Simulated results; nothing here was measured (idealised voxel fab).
Name of the process module below: voxel double patterning
We display cut, a cross-section 190 nm in width whose square cells are each 5 nm.
In what follows, cross-sections appear as grids of square cells, described through bands that run from the top down, where every band is one or more rows of cells. What a band's entry tells you: where the top is and where the bottom is, as heights in nm, and after that what lies inside, material by material from left to right, each with its width in nm. Empty space is written as the word "blank", and a single material marked with the word "all across" occupies the band from edge to edge. The level at which height equals 0 is the one under which the wafer, as it arrives, is entirely one material. No lower edge exists for the bottom band, which continues downward and is notated as in "0 nm and below". It should be noted that a width expressed as "30..40" varies in equal increments from row to row of cells within the band, taking the value of the first number at the top row and that of the second number at the bottom row. "remains unaltered" after a step means that no cell of the cross-section changed. You'll see "Catalogued sealed voids" listing empty spaces that have no way open to the top, as long as they're 8 cells or more; the notation is width x height at distance, where the distance is from the left edge, and all of it is in nm. On each step's line, the part that comes after the settings is the simulator's own comment on the step. Each step line may optionally specify "overlay nm", which for a step with a mask gives the rightward distance between the mask's planned place and where it lay, a negative value indicating the leftward direction.

-- The steps planned for the process are as follows
1 RECEIVE | material Si
2 CONFORMAL_DEP | material SiO2 | thk nm 5
3 DIRECTIONAL_DEP | material W | thk nm 15
4 DIRECTIONAL_DEP | material SiN | thk nm 10
5 MASKED_ETCH | tone open | mask id FIRST | width nm 15 | pitch nm 50 | etch materials SiN | depth nm 10 | overlay nm 0
6 PATTERN | tone open | mask id SECOND | material resist | width nm 15 | thk nm 20 | overlay nm 0
7 DIRECTIONAL_ETCH | etch materials SiN | depth nm 10
8 STRIP | etch materials resist
9 DIRECTIONAL_ETCH | etch materials W | depth nm 15
10 STRIP | etch materials SiN

-- Incoming wafer in cross-section (state: after step 1)
* 0 nm and below = Si all across
* Catalogued sealed voids: none

-- End-of-module cross-section. Starting structure and process plan as above; one mistake made in running it
* 30 nm to 20 nm = 60 nm SiN  15 nm blank  10 nm SiN  15 nm blank  10 nm SiN  15 nm blank  65 nm SiN
* 20 nm to 5 nm = 60 nm W  15 nm blank  10 nm W  15 nm blank  10 nm W  15 nm blank  65 nm W
* 5 nm to 0 nm = SiO2 all across
* 0 nm and below = Si all across
* Catalogued sealed voids: none
The mistake made against the process plan was this: the plan's step 10 was left out and never carried out
